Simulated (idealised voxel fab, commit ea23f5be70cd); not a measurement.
Proc. module: voxel air gaps
Xsec cut, 300 nm wide, square cell size 5 nm.
How to read a cross-section here: the picture is a grid of square cells, written as bands going from the top down, and any band can span one or more rows of cells.
Read a band's entry like this: the first values are the height of its top and the height of its bottom in nm, and what follows is the sequence of materials from left to right, each with its width in nm. Note that "air" is empty space, and that a single material marked "throughout" reaches across the band from edge to edge.
Zero point of the height axis is 0; under it, received wafer = one material. Lowest band: continues down indefinitely, "top 0, no bottom".
So if you see something like "30 to 40" for the width, read it as the top row of the band sitting at the first number and the bottom row at the second, with every row in between moving by the same amount as the last.
You'll sometimes find "identical to before" written for a step, and that's the way of saying that nowhere in the cross-section did a cell change during that step.
Reported under the label "Unvented voids" are the empty spaces having no open way to the top and comprising 8 cells or more; the notation for each is width x height at distance, in which the distance is measured from the left edge and all three values are in nm.
Anything after a step's settings on that line? It's the simulator's own note about the step.
overlay nm, on a step with a mask: how far to the right of its planned place the mask lay; to the left if negative
### These are the steps we planned for the process
- 1: RECEIVE, material Si
- 2: CONFORMAL_DEP, material SiO2, thk nm 10
- 3: CONFORMAL_DEP, material SiN, thk nm 5
- 4: DIRECTIONAL_DEP, material SiO2, thk nm 40
- 5: MASKED_ETCH, tone open, mask id LINES, width nm 20, pitch nm 45, etch materials SiO2, depth nm 40, overlay nm 0
- 6: CONFORMAL_DEP, material TiN, thk nm 5
- 7: FILL_DEP, material W, thk nm 10
- 8: CMP, height nm 55
- 9: EPI, material Ru, thk nm 10
- 10: SELECTIVE_ETCH, etch materials SiO2, depth nm 50
- 11: CONFORMAL_DEP, material SiN, thk nm 5
### Concerning the first of two wafers, which was run in accordance with the plan
### Wafer at receipt (post step 1), cross-section
    top 0, no bottom = Si throughout
    Unvented voids: none
### Cross-section of the wafer subsequent to step 2
    top 10, bottom 0 = SiO2 throughout
    Everything under 0 stays put, no change at all.
### Cross-section of the wafer subsequent to step 3
    top 15, bottom 10 = SiN throughout
    Everything under 10 stays put, no change at all.
### Cross-section of the wafer subsequent to step 4
    top 55, bottom 15 = SiO2 throughout
    Everything under 15 stays put, no change at all.
### Cross-section of the wafer subsequent to step 5
    top 55, bottom 15 = SiO2: 70, then air: 20, then SiO2: 25, then air: 20, then SiO2: 25, then air: 20, then SiO2: 25, then air: 20, then SiO2: 75
    Everything under 15 stays put, no change at all.
### Cross-section of the wafer subsequent to step 6
    top 60, bottom 55 = TiN: 75, then air: 10, then TiN: 35, then air: 10, then TiN: 35, then air: 10, then TiN: 35, then air: 10, then TiN: 80
    top 55, bottom 20 = SiO2: 70, then TiN: 5, then air: 10, then TiN: 5, then SiO2: 25, then TiN: 5, then air: 10, then TiN: 5, then SiO2: 25, then TiN: 5, then air: 10, then TiN: 5, then SiO2: 25, then TiN: 5, then air: 10, then TiN: 5, then SiO2: 75
    top 20, bottom 15 = SiO2: 70, then TiN: 20, then SiO2: 25, then TiN: 20, then SiO2: 25, then TiN: 20, then SiO2: 25, then TiN: 20, then SiO2: 75
    Everything under 15 stays put, no change at all.
### Cross-section of the wafer subsequent to step 7
    top 70, bottom 60 = W throughout
    top 60, bottom 55 = TiN: 75, then W: 10, then TiN: 35, then W: 10, then TiN: 35, then W: 10, then TiN: 35, then W: 10, then TiN: 80
    top 55, bottom 20 = SiO2: 70, then TiN: 5, then W: 10, then TiN: 5, then SiO2: 25, then TiN: 5, then W: 10, then TiN: 5, then SiO2: 25, then TiN: 5, then W: 10, then TiN: 5, then SiO2: 25, then TiN: 5, then W: 10, then TiN: 5, then SiO2: 75
    Everything under 20 stays put, no change at all.
### Cross-section of the wafer subsequent to step 8
    top 55, bottom 20 = SiO2: 70, then TiN: 5, then W: 10, then TiN: 5, then SiO2: 25, then TiN: 5, then W: 10, then TiN: 5, then SiO2: 25, then TiN: 5, then W: 10, then TiN: 5, then SiO2: 25, then TiN: 5, then W: 10, then TiN: 5, then SiO2: 75
    Everything under 20 stays put, no change at all.
### Cross-section of the wafer subsequent to step 9
    top 65, bottom 55 = air: 60, then Ru: 40, then air: 5, then Ru: 40, then air: 5, then Ru: 40, then air: 5, then Ru: 40, then air: 65
    Everything under 55 stays put, no change at all.
### Cross-section of the wafer subsequent to step 10
    top 65, bottom 55 = air: 60, then Ru: 40, then air: 5, then Ru: 40, then air: 5, then Ru: 40, then air: 5, then Ru: 40, then air: 65
    top 55, bottom 20 = air: 70, then TiN: 5, then W: 10, then TiN: 5, then air: 25, then TiN: 5, then W: 10, then TiN: 5, then air: 25, then TiN: 5, then W: 10, then TiN: 5, then air: 25, then TiN: 5, then W: 10, then TiN: 5, then air: 75
    top 20, bottom 15 = air: 70, then TiN: 20, then air: 25, then TiN: 20, then air: 25, then TiN: 20, then air: 25, then TiN: 20, then air: 75
    Everything under 15 stays put, no change at all.
### Cross-section of the wafer subsequent to step 11
    top 70, bottom 65 = air: 55, then SiN: 185, then air: 60
    top 65, bottom 55 = air: 55, then SiN: 5, then Ru: 40, then SiN: 5, then Ru: 40, then SiN: 5, then Ru: 40, then SiN: 5, then Ru: 40, then SiN: 5, then air: 60
    top 55, bottom 50 = air: 55, then SiN: 15, then TiN: 5, then W: 10, then TiN: 5, then SiN: 25, then TiN: 5, then W: 10, then TiN: 5, then SiN: 25, then TiN: 5, then W: 10, then TiN: 5, then SiN: 25, then TiN: 5, then W: 10, then TiN: 5, then SiN: 15, then air: 60
    top 50, bottom 20 = air: 65, then SiN: 5, then TiN: 5, then W: 10, then TiN: 5, then SiN: 5, then air: 15, then SiN: 5, then TiN: 5, then W: 10, then TiN: 5, then SiN: 5, then air: 15, then SiN: 5, then TiN: 5, then W: 10, then TiN: 5, then SiN: 5, then air: 15, then SiN: 5, then TiN: 5, then W: 10, then TiN: 5, then SiN: 5, then air: 70
    top 20, bottom 15 = SiN: 70, then TiN: 20, then SiN: 25, then TiN: 20, then SiN: 25, then TiN: 20, then SiN: 25, then TiN: 20, then SiN: 75
    Everything under 15 stays put, no change at all.
    Unvented voids: 15 x 30 at 95; 15 x 30 at 140; 15 x 30 at 185
### What follows concerns the second wafer, which started out like the first and was meant to follow the very same plan; one mistake crept in when it was run, but everything up to and including step 4 is the same as for the first wafer
### Cross-section, second wafer, at the end time the plan gives for step 5
    top 55, bottom 15 = SiO2: 80, then air: 20, then SiO2: 25, then air: 20, then SiO2: 25, then air: 20, then SiO2: 25, then air: 20, then SiO2: 65
    Everything under 15 stays put, no change at all.
### Cross-section, second wafer, at the end time the plan gives for step 6
    top 60, bottom 55 = TiN: 85, then air: 10, then TiN: 35, then air: 10, then TiN: 35, then air: 10, then TiN: 35, then air: 10, then TiN: 70
    top 55, bottom 20 = SiO2: 80, then TiN: 5, then air: 10, then TiN: 5, then SiO2: 25, then TiN: 5, then air: 10, then TiN: 5, then SiO2: 25, then TiN: 5, then air: 10, then TiN: 5, then SiO2: 25, then TiN: 5, then air: 10, then TiN: 5, then SiO2: 65
    top 20, bottom 15 = SiO2: 80, then TiN: 20, then SiO2: 25, then TiN: 20, then SiO2: 25, then TiN: 20, then SiO2: 25, then TiN: 20, then SiO2: 65
    Everything under 15 stays put, no change at all.
### Cross-section, second wafer, at the end time the plan gives for step 7
    top 70, bottom 60 = W throughout
    top 60, bottom 55 = TiN: 85, then W: 10, then TiN: 35, then W: 10, then TiN: 35, then W: 10, then TiN: 35, then W: 10, then TiN: 70
    top 55, bottom 20 = SiO2: 80, then TiN: 5, then W: 10, then TiN: 5, then SiO2: 25, then TiN: 5, then W: 10, then TiN: 5, then SiO2: 25, then TiN: 5, then W: 10, then TiN: 5, then SiO2: 25, then TiN: 5, then W: 10, then TiN: 5, then SiO2: 65
    Everything under 20 stays put, no change at all.
### Cross-section, second wafer, at the end time the plan gives for step 8
    top 55, bottom 20 = SiO2: 80, then TiN: 5, then W: 10, then TiN: 5, then SiO2: 25, then TiN: 5, then W: 10, then TiN: 5, then SiO2: 25, then TiN: 5, then W: 10, then TiN: 5, then SiO2: 25, then TiN: 5, then W: 10, then TiN: 5, then SiO2: 65
    Everything under 20 stays put, no change at all.
### Cross-section, second wafer, at the end time the plan gives for step 9
    top 65, bottom 55 = air: 70, then Ru: 40, then air: 5, then Ru: 40, then air: 5, then Ru: 40, then air: 5, then Ru: 40, then air: 55
    Everything under 55 stays put, no change at all.
### Cross-section, second wafer, at the end time the plan gives for step 10
    top 65, bottom 55 = air: 70, then Ru: 40, then air: 5, then Ru: 40, then air: 5, then Ru: 40, then air: 5, then Ru: 40, then air: 55
    top 55, bottom 20 = air: 80, then TiN: 5, then W: 10, then TiN: 5, then air: 25, then TiN: 5, then W: 10, then TiN: 5, then air: 25, then TiN: 5, then W: 10, then TiN: 5, then air: 25, then TiN: 5, then W: 10, then TiN: 5, then air: 65
    top 20, bottom 15 = air: 80, then TiN: 20, then air: 25, then TiN: 20, then air: 25, then TiN: 20, then air: 25, then TiN: 20, then air: 65
    Everything under 15 stays put, no change at all.
### Cross-section, second wafer, at the end time the plan gives for step 11
    top 70, bottom 65 = air: 65, then SiN: 185, then air: 50
    top 65, bottom 55 = air: 65, then SiN: 5, then Ru: 40, then SiN: 5, then Ru: 40, then SiN: 5, then Ru: 40, then SiN: 5, then Ru: 40, then SiN: 5, then air: 50
    top 55, bottom 50 = air: 65, then SiN: 15, then TiN: 5, then W: 10, then TiN: 5, then SiN: 25, then TiN: 5, then W: 10, then TiN: 5, then SiN: 25, then TiN: 5, then W: 10, then TiN: 5, then SiN: 25, then TiN: 5, then W: 10, then TiN: 5, then SiN: 15, then air: 50
    top 50, bottom 20 = air: 75, then SiN: 5, then TiN: 5, then W: 10, then TiN: 5, then SiN: 5, then air: 15, then SiN: 5, then TiN: 5, then W: 10, then TiN: 5, then SiN: 5, then air: 15, then SiN: 5, then TiN: 5, then W: 10, then TiN: 5, then SiN: 5, then air: 15, then SiN: 5, then TiN: 5, then W: 10, then TiN: 5, then SiN: 5, then air: 60
    top 20, bottom 15 = SiN: 80, then TiN: 20, then SiN: 25, then TiN: 20, then SiN: 25, then TiN: 20, then SiN: 25, then TiN: 20, then SiN: 65
    Everything under 15 stays put, no change at all.
    Unvented voids: 15 x 30 at 105; 15 x 30 at 150; 15 x 30 at 195
Run error: contrary to plan, step 5 was performed as MASKED_ETCH, tone open, mask id LINES, width nm 20, pitch nm 45, etch materials SiO2, depth nm 40, overlay nm 10
Heads up: at the end the two wafers have identical cell counts per material, they're just laid out differently.
